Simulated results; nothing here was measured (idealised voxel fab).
The document below concerns the process module designated voxel transistor to metal.
Cross-section cut: width 210 nm, square cells of 5 nm.
Cross-section spec: square-cell grid; bands listed top down; each band is one or more rows.
A band entry consists of two parts. The first gives the height of the band's top and the height of its bottom, in nm. The rest lists the band's materials from left to right, each with its width in nm. A single material labelled with the word "everywhere" fills the band from edge to edge, and the word "blank" marks empty space.
Height 0 is the level under which the wafer as received is all one material. The lowest band goes on downwards, as in "0 -> down".
Width: "30 to 40" (first number = top row, second number = bottom row, same change from row to row of cells).
Any step labelled "no alterations made" changed none of the cells in the cross-section.
So "Enclosed cavities" is basically the list of trapped voids: any empty space of 8 cells or more that can't reach the top through an opening. They're written width x height at distance, the distance being from the left edge, and it's all nm.
If you see something after the settings on a step's line, that's the simulator's own remark about that step.
A step line may carry the setting "overlay nm", which, for steps involving a mask, states the distance by which the mask lay to the right of its intended position; negative values denote displacement to the left.

# Planned step list for the process
1 RECEIVE: material Si
2 OXIDIZE: depth nm 5
3 CONFORMAL_DEP: material SiN, thk nm 15
4 DIRECTIONAL_DEP: material aC, thk nm 15
5 PATTERN: tone cover, mask id ACTIVE, material resist, width nm 125, thk nm 30, overlay nm 0
6 DIRECTIONAL_ETCH: etch materials aC, depth nm 15
7 STRIP: etch materials resist
8 DIRECTIONAL_ETCH: etch materials SiN, depth nm 15
9 DIRECTIONAL_ETCH: etch materials SiO2, depth nm 5
10 DIRECTIONAL_ETCH: etch materials Si, depth nm 35
11 STRIP: etch materials aC
12 FILL_DEP: material SiO2, thk nm 15
13 CMP: height nm 15
14 SELECTIVE_ETCH: etch materials SiO2, depth nm 5
15 STRIP: etch materials SiN
16 SELECTIVE_ETCH: etch materials SiO2, depth nm 5
17 OXIDIZE: depth nm 5
18 DIRECTIONAL_DEP: material polySi, thk nm 20
19 DIRECTIONAL_DEP: material SiCN, thk nm 15
20 PATTERN: tone cover, mask id GATE, material resist, width nm 35, thk nm 15, overlay nm 0
21 DIRECTIONAL_ETCH: etch materials SiCN, depth nm 25
22 DIRECTIONAL_ETCH: etch materials polySi, depth nm 30
23 STRIP: etch materials resist
24 CONFORMAL_DEP: material SiN, thk nm 10
25 DIRECTIONAL_ETCH: etch materials SiN, depth nm 10
26 DIRECTIONAL_ETCH: etch materials SiO2, depth nm 5
27 DIRECTIONAL_ETCH: etch materials Si, depth nm 10
28 EPI: material SiGe, thk nm 10
29 FILL_DEP: material SiO2, thk nm 10
30 CMP: height nm 15
31 STRIP: etch materials polySi
32 SELECTIVE_ETCH: etch materials SiO2, depth nm 5
33 CONFORMAL_DEP: material HfO2, thk nm 5
34 CONFORMAL_DEP: material TiN, thk nm 5
35 FILL_DEP: material W, thk nm 10
36 CMP: height nm 10
37 DIRECTIONAL_DEP: material SiO2, thk nm 15
38 PATTERN: tone open, mask id CONTACT, material resist, width nm 15, pitch nm 90, thk nm 20, overlay nm 0
39 DIRECTIONAL_ETCH: etch materials SiO2, depth nm 35
40 STRIP: etch materials resist
41 CONFORMAL_DEP: material TiN, thk nm 5
42 FILL_DEP: material Ru, thk nm 10
43 CMP: height nm 25
44 DIRECTIONAL_DEP: material TiN, thk nm 5
45 DIRECTIONAL_DEP: material W, thk nm 15
46 PATTERN: tone cover, mask id METAL_1, material resist, width nm 15, pitch nm 90, thk nm 15, overlay nm 0
47 DIRECTIONAL_ETCH: etch materials W, depth nm 15
48 DIRECTIONAL_ETCH: etch materials TiN, depth nm 5
49 STRIP: etch materials resist
50 FILL_DEP: material lowk, thk nm 5
51 CMP: height nm 45
52 CONFORMAL_DEP: material SiCN, thk nm 5
53 DIRECTIONAL_DEP: material SiO2, thk nm 30
54 DIRECTIONAL_DEP: material aC, thk nm 15
55 PATTERN: tone open, mask id METAL_2, material resist, width nm 15, pitch nm 90, thk nm 30, overlay nm 0
56 DIRECTIONAL_ETCH: etch materials aC, depth nm 15
57 STRIP: etch materials resist
58 DIRECTIONAL_ETCH: etch materials SiO2, depth nm 15
59 STRIP: etch materials aC
60 PATTERN: tone open, mask id METAL_2_HOLES, material resist, width nm 15, pitch nm 90, thk nm 20, overlay nm 0
61 DIRECTIONAL_ETCH: etch materials SiO2, depth nm 15
62 DIRECTIONAL_ETCH: etch materials SiCN, depth nm 5
63 STRIP: etch materials resist
64 CONFORMAL_DEP: material TiN, thk nm 5
65 FILL_DEP: material Ru, thk nm 10
66 CMP: height nm 80
67 CONFORMAL_DEP: material SiN, thk nm 5

# This is the cross-section of the wafer as we received it, i.e. after step 1
	0 -> down  Si everywhere
	Enclosed cavities: none

# Looking at the first of two wafers in cross-section at end of module - ran to plan
	85 -> 80  SiN everywhere
	80 -> 50  SiO2 (50) / TiN (5) / Ru (5) / TiN (5) / SiO2 (75) / TiN (5) / Ru (5) / TiN (5) / SiO2 (55)
	50 -> 45  SiCN (50) / TiN (15) / SiCN (75) / TiN (15) / SiCN (55)
	45 -> 30  lowk (50) / W (15) / lowk (75) / W (15) / lowk (55)
	30 -> 25  lowk (50) / TiN (15) / lowk (75) / TiN (15) / lowk (55)
	25 -> 10  SiO2 (50) / TiN (5) / Ru (5) / TiN (5) / SiO2 (75) / TiN (5) / Ru (5) / TiN (5) / SiO2 (55)
	10 -> 5  SiO2 (50) / TiN (5) / Ru (5) / TiN (5) / SiO2 (10) / SiN (10) / HfO2 (5) / TiN (5) / W (15) / TiN (5) / HfO2 (5) / SiN (10) / SiO2 (10) / TiN (5) / Ru (5) / TiN (5) / SiO2 (55)
	5 -> 0  SiO2 (35) / SiN (10) / SiO2 (5) / TiN (15) / SiO2 (10) / SiN (10) / HfO2 (5) / TiN (5) / W (15) / TiN (5) / HfO2 (5) / SiN (10) / SiO2 (10) / TiN (15) / SiO2 (5) / SiN (10) / SiO2 (40)
	0 -> -5  SiO2 (35) / SiN (10) / SiGe (10) / TiN (10) / SiGe (10) / SiN (10) / HfO2 (5) / TiN (25) / HfO2 (5) / SiN (10) / SiGe (10) / TiN (10) / SiGe (10) / SiN (10) / SiO2 (40)
	-5 -> -10  SiO2 (45) / SiGe (10) / TiN (10) / SiGe (10) / SiO2 (5) / HfO2 (45) / SiO2 (5) / SiGe (10) / TiN (10) / SiGe (10) / SiO2 (50)
	-10 -> -20  SiO2 (40) / Si (5) / SiGe (30) / Si (55) / SiGe (30) / Si (5) / SiO2 (45)
	-20 -> -40  SiO2 (40) / Si (125) / SiO2 (45)
	-40 -> down  Si everywhere
	Enclosed cavities: none

# This cross-section belongs to the second wafer of two at the end of the module; the start and the plan were shared with the first, and the run included one mistake
	85 -> 80  SiN everywhere
	80 -> 55  SiO2 (50) / TiN (5) / Ru (5) / TiN (5) / SiO2 (75) / TiN (5) / Ru (5) / TiN (5) / SiO2 (55)
	55 -> 50  SiO2 (50) / TiN (15) / SiO2 (75) / TiN (15) / SiO2 (55)
	50 -> 45  polySi everywhere
	45 -> 30  lowk (50) / W (15) / lowk (75) / W (15) / lowk (55)
	30 -> 25  lowk (50) / TiN (15) / lowk (75) / TiN (15) / lowk (55)
	25 -> 10  SiO2 (50) / TiN (5) / Ru (5) / TiN (5) / SiO2 (75) / TiN (5) / Ru (5) / TiN (5) / SiO2 (55)
	10 -> 5  SiO2 (50) / TiN (5) / Ru (5) / TiN (5) / SiO2 (10) / SiN (10) / HfO2 (5) / TiN (5) / W (15) / TiN (5) / HfO2 (5) / SiN (10) / SiO2 (10) / TiN (5) / Ru (5) / TiN (5) / SiO2 (55)
	5 -> 0  SiO2 (35) / SiN (10) / SiO2 (5) / TiN (15) / SiO2 (10) / SiN (10) / HfO2 (5) / TiN (5) / W (15) / TiN (5) / HfO2 (5) / SiN (10) / SiO2 (10) / TiN (15) / SiO2 (5) / SiN (10) / SiO2 (40)
	0 -> -5  SiO2 (35) / SiN (10) / SiGe (10) / TiN (10) / SiGe (10) / SiN (10) / HfO2 (5) / TiN (25) / HfO2 (5) / SiN (10) / SiGe (10) / TiN (10) / SiGe (10) / SiN (10) / SiO2 (40)
	-5 -> -10  SiO2 (45) / SiGe (10) / TiN (10) / SiGe (10) / SiO2 (5) / HfO2 (45) / SiO2 (5) / SiGe (10) / TiN (10) / SiGe (10) / SiO2 (50)
	-10 -> -20  SiO2 (40) / Si (5) / SiGe (30) / Si (55) / SiGe (30) / Si (5) / SiO2 (45)
	-20 -> -40  SiO2 (40) / Si (125) / SiO2 (45)
	-40 -> down  Si everywhere
	Enclosed cavities: none
Run error: planned and actual differ for step 52; actual: CONFORMAL_DEP: material polySi, thk nm 5
End check, counted in cells, second wafer has more or fewer of these materials than the first: -2 Ru; -36 SiCN; -4 TiN; +42 polySi
